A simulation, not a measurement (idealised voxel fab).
This section sets out a process module, namely voxel transistor to metal.
Pictured: cross-section cut, 285 nm wide, on a grid of 5 nm square cells.
This document writes a cross-section as a grid whose cells are square, and gives it as bands, listed from the top down; one or more rows of cells form a band.
Basically the band line says how high the top is and how high the bottom is, in nm, and then what's in it from left to right, every material with its width in nm. Empty space shows up as "empty", and if a single material carries "edge to edge" it runs the full band edge to edge.
All heights in this document are referenced to 0, defined as the level beneath which the wafer, as received, consists entirely of one material. The lowest band is not bounded below; it extends indefinitely downward and is written in the form "top 0, no bottom".
The width entry "30 to 40" should be interpreted row by row: the top row of cells in the band takes the first number, the bottom row takes the second number, and the change between adjacent rows is uniform throughout.
You'll sometimes find "no modification" written for a step, and that's the way of saying that nowhere in the cross-section did a cell change during that step.
What "Cavities, sealed" gives you is every empty space of 8 cells or more that is cut off from the top. Each appears as width x height at distance, with the distance taken from the left edge and width, height and distance all in nm.
If you see something after the settings on a step's line, that's the simulator's own remark about that step.
"overlay nm" answers the question of how far to the right of plan the mask lay on a step that has a mask, and when it is negative the answer is to the left.

# So here's the lineup of process steps we planned
1. op RECEIVE | material Si
2. op OXIDIZE | depth nm 5
3. op CONFORMAL_DEP | material SiN | thk nm 10
4. op PATTERN | tone cover | mask id ACTIVE | material resist | width nm 110 | pitch nm 135 | thk nm 20 | overlay nm 0
5. op DIRECTIONAL_ETCH | etch materials SiN | depth nm 10
6. op DIRECTIONAL_ETCH | etch materials SiO2 | depth nm 5
7. op DIRECTIONAL_ETCH | etch materials Si | depth nm 30
8. op STRIP | etch materials resist
9. op OXIDIZE | depth nm 5
10. op FILL_DEP | material SiO2 | thk nm 10
11. op CMP | height nm 10
12. op SELECTIVE_ETCH | etch materials SiO2 | depth nm 10
13. op STRIP | etch materials SiN
14. op SELECTIVE_ETCH | etch materials SiO2 | depth nm 5
15. op OXIDIZE | depth nm 5
16. op DIRECTIONAL_DEP | material polySi | thk nm 30
17. op DIRECTIONAL_DEP | material SiCN | thk nm 15
18. op PATTERN | tone cover | mask id GATE | material resist | width nm 30 | pitch nm 135 | thk nm 20 | overlay nm 0
19. op DIRECTIONAL_ETCH | etch materials SiCN | depth nm 25
20. op DIRECTIONAL_ETCH | etch materials polySi | depth nm 40
21. op STRIP | etch materials resist
22. op CONFORMAL_DEP | material SiO2 | thk nm 5
23. op DIRECTIONAL_ETCH | etch materials SiO2 | depth nm 5
24. op CONFORMAL_DEP | material SiN | thk nm 10
25. op DIRECTIONAL_ETCH | etch materials SiN | depth nm 10
26. op DIRECTIONAL_ETCH | etch materials SiO2 | depth nm 5
27. op DIRECTIONAL_ETCH | etch materials Si | depth nm 10
28. op EPI | material pSi | thk nm 10
29. op FILL_DEP | material SiO2 | thk nm 5
30. op CMP | height nm 25
31. op STRIP | etch materials polySi
32. op SELECTIVE_ETCH | etch materials SiO2 | depth nm 5
33. op CONFORMAL_DEP | material HfO2 | thk nm 5
34. op CONFORMAL_DEP | material TiN | thk nm 5
35. op FILL_DEP | material W | thk nm 10
36. op CMP | height nm 20
37. op DIRECTIONAL_DEP | material SiO2 | thk nm 10
38. op MASKED_ETCH | tone open | mask id CONTACT | width nm 15 | etch materials SiO2 | depth nm 40 | overlay nm 0
39. op CONFORMAL_DEP | material TiN | thk nm 5
40. op FILL_DEP | material Ru | thk nm 10
41. op CMP | height nm 30
42. op CONFORMAL_DEP | material SiN | thk nm 5
43. op DIRECTIONAL_DEP | material lowk | thk nm 20
44. op MASKED_ETCH | tone open | mask id METAL_1 | width nm 15 | etch materials lowk | depth nm 20 | overlay nm -15
45. op MASKED_ETCH | tone open | mask id METAL_1 | width nm 15 | etch materials SiN | depth nm 5 | overlay nm 0
46. op CONFORMAL_DEP | material TiN | thk nm 5
47. op FILL_DEP | material Ru | thk nm 10
48. op CMP | height nm 55
49. op CONFORMAL_DEP | material SiCN | thk nm 5
50. op DIRECTIONAL_DEP | material lowk | thk nm 30
51. op PATTERN | tone open | mask id METAL_2 | material resist | width nm 15 | pitch nm 135 | thk nm 15 | overlay nm 0
52. op DIRECTIONAL_ETCH | etch materials lowk | depth nm 20
53. op STRIP | etch materials resist
54. op MASKED_ETCH | tone open | mask id METAL_2_HOLES | width nm 15 | pitch nm 135 | etch materials lowk | depth nm 10 | overlay nm 0
55. op MASKED_ETCH | tone open | mask id METAL_2_HOLES | width nm 15 | pitch nm 135 | etch materials SiCN | depth nm 5 | overlay nm 0
56. op CONFORMAL_DEP | material TiN | thk nm 5
57. op FILL_DEP | material Cu | thk nm 10
58. op CMP | height nm 90
59. op CONFORMAL_DEP | material SiCN | thk nm 5
Heads up: all these wafers start the same, and what changes between them is the overlay nm in step 44. The value you see in the plan is just what the first wafer got.

# The first of several wafers as received, shown in cross-section; this is its state after step 1
- top 0, no bottom | Si edge to edge
- Cavities, sealed: none

# Tabulated below, wafer by wafer, are the end-of-module results: for each material, the number of cells gained (+) or lost (-) relative to the as-received state, followed by the closed voids
overlay nm -15, +12 Cu, +36 HfO2, +32 Ru, -248 Si, +108 SiCN, +97 SiN, +326 SiO2, +154 TiN, +32 W, +486 lowk, +48 pSi, Cavities, sealed: none
overlay nm -10, +12 Cu, +36 HfO2, +32 Ru, -248 Si, +108 SiCN, +93 SiN, +326 SiO2, +158 TiN, +32 W, +486 lowk, +48 pSi, Cavities, sealed: none
overlay nm -5, +12 Cu, +36 HfO2, +32 Ru, -248 Si, +108 SiCN, +89 SiN, +326 SiO2, +162 TiN, +32 W, +486 lowk, +48 pSi, Cavities, sealed: none
overlay nm 0, +12 Cu, +36 HfO2, +36 Ru, -248 Si, +108 SiCN, +85 SiN, +326 SiO2, +162 TiN, +32 W, +486 lowk, +48 pSi, Cavities, sealed: none
overlay nm 5, +12 Cu, +36 HfO2, +32 Ru, -248 Si, +108 SiCN, +89 SiN, +326 SiO2, +162 TiN, +32 W, +486 lowk, +48 pSi, Cavities, sealed: none
overlay nm 10, +12 Cu, +36 HfO2, +32 Ru, -248 Si, +108 SiCN, +93 SiN, +326 SiO2, +158 TiN, +32 W, +486 lowk, +48 pSi, Cavities, sealed: none
overlay nm 15, +12 Cu, +36 HfO2, +32 Ru, -248 Si, +108 SiCN, +97 SiN, +326 SiO2, +154 TiN, +32 W, +486 lowk, +48 pSi, Cavities, sealed: none
